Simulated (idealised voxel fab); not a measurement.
Module name: voxel fin reveal (process module)
Cross-section cut: width 150 nm, square cells of 5 nm.
Notation: cross-section as square-cell grid; stated in bands, top first, going down; one or more cell rows per band.
What a band's entry tells you: where the top is and where the bottom is, as heights in nm, and after that what lies inside, material by material from left to right, each with its width in nm. Empty space is written as the word "air", and a single material marked with the word "all across" occupies the band from edge to edge.
Basically, 0 is our baseline, since under it the wafer straight out of the box is all one material. The bottom band has no lower end and keeps on going down, so it looks like "top 0, no bottom".
You'd read "30..40" like this: the band's top row of cells is as wide as the first number, its bottom row is as wide as the second, and going down, every row changes width by the same amount as the row before did.
The designation "remains unaltered", where it is given for a processing step, indicates that no cell of the cross-section was altered in the course of that step.
Empty spaces counting at least 8 cells and having no open way to the top are listed in "Enclosed void entries". The notation width x height at distance is used for each, the distance being from the left edge and all three values in nm.
Text after the settings on a step's line: the simulator's own remark on that step.
overlay nm: on a step with a mask, how far right of its planned place the mask lay; negative means left.

## Steps planned for the process
- 1: RECEIVE: material Si
- 2: CONFORMAL_DEP: material SiN, thk nm 10
- 3: PATTERN: tone cover, mask id FINS, material resist, width nm 15, pitch nm 40, thk nm 15, overlay nm 0
- 4: DIRECTIONAL_ETCH: etch materials SiN, depth nm 10
- 5: DIRECTIONAL_ETCH: etch materials Si, depth nm 30
- 6: STRIP: etch materials resist
- 7: FILL_DEP: material SiO2, thk nm 5
- 8: CMP: height nm 10
- 9: SELECTIVE_ETCH: etch materials SiO2, depth nm 25
- 10: STRIP: etch materials SiN
- 11: CONFORMAL_DEP: material HfO2, thk nm 5

## Wafer at receipt (post step 1), cross-section
* top 0, no bottom = Si all across
* Enclosed void entries: none

## One mistake in running the module, otherwise start and plan as above: cross-section at the end
* top 5, bottom 0 = 20 air; 25 SiN; 15 air; 25 SiN; 15 air; 25 SiN; 25 air
* top 0, bottom -10 = 20 air; 5 SiN; 15 Si; 5 SiN; 15 air; 5 SiN; 15 Si; 5 SiN; 15 air; 5 SiN; 15 Si; 5 SiN; 25 air
* top -10, bottom -15 = 25 SiN; 15 Si; 25 SiN; 15 Si; 25 SiN; 15 Si; 30 SiN
* top -15, bottom -30 = 25 SiO2; 15 Si; 25 SiO2; 15 Si; 25 SiO2; 15 Si; 30 SiO2
* top -30, no bottom = Si all across
* Enclosed void entries: none
So what did we get wrong on this run? step 11 deviated from plan and actually ran as CONFORMAL_DEP: material SiN, thk nm 5
